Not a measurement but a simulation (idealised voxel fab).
process module | voxel local oxidation
cross-section cut | 265 nm wide | cells 5 nm
A cross-section is a grid of square cells, given in bands from the top down. A band is one or more rows of cells.
Each band's line starts with the height of the band's top and of its bottom, in nm. Then come its materials from left to right, each with its width in nm. One material with "throughout" fills the band from edge to edge. "air" is empty space.
Height 0 is the level under which the wafer as received is all one material. The lowest band goes on downwards, as in "0 down".
A width such as "30 to 40" changes by the same amount from each row of cells to the next, from the band's top row to its bottom row.
"no change" after a step means that no cell of the cross-section changed.
closed voids: empty space of 8 cells or more with no open way to the top, each as width x height at its distance from the left edge, in nm
after a step's settings: what the simulator itself notes on the step
overlay nm, on a step with a mask: how far to the right of its planned place the mask lay; to the left if negative
plan
1 op RECEIVE | material Si
2 op CONFORMAL_DEP | material SiO2 | thk nm 5
3 op CONFORMAL_DEP | material SiN | thk nm 15
4 op DIRECTIONAL_DEP | material aC | thk nm 15
5 op PATTERN | tone cover | mask id ACTIVE | material resist | width nm 115 | thk nm 35 | overlay nm 0
6 op DIRECTIONAL_ETCH | etch materials aC | depth nm 15
7 op STRIP | etch materials resist
8 op DIRECTIONAL_ETCH | etch materials SiN | depth nm 15
9 op STRIP | etch materials aC
10 op SELECTIVE_ETCH | etch materials SiO2 | depth nm 5
11 op OXIDIZE | depth nm 10
12 op STRIP | etch materials SiN
as received, after step 1
  0 down: Si throughout
  closed voids: none
first wafer at the end, as planned
  5 to 0: air 80 | SiO2 105 | air 80
  0 to -10: SiO2 90 | Si 85 | SiO2 90
  -10 down: Si throughout
  closed voids: none
second wafer at the end: like start, like plan, one mistake
  5 to 0: air 80 | SiO2 105 | air 80
  0 to -20: SiO2 100 | Si 65 | SiO2 100
  -20 down: Si throughout
  closed voids: none
what went wrong: step 11 ran as: op OXIDIZE | depth nm 20
at the end the second wafer has, in cells: 88 fewer of Si | 88 more of SiO2
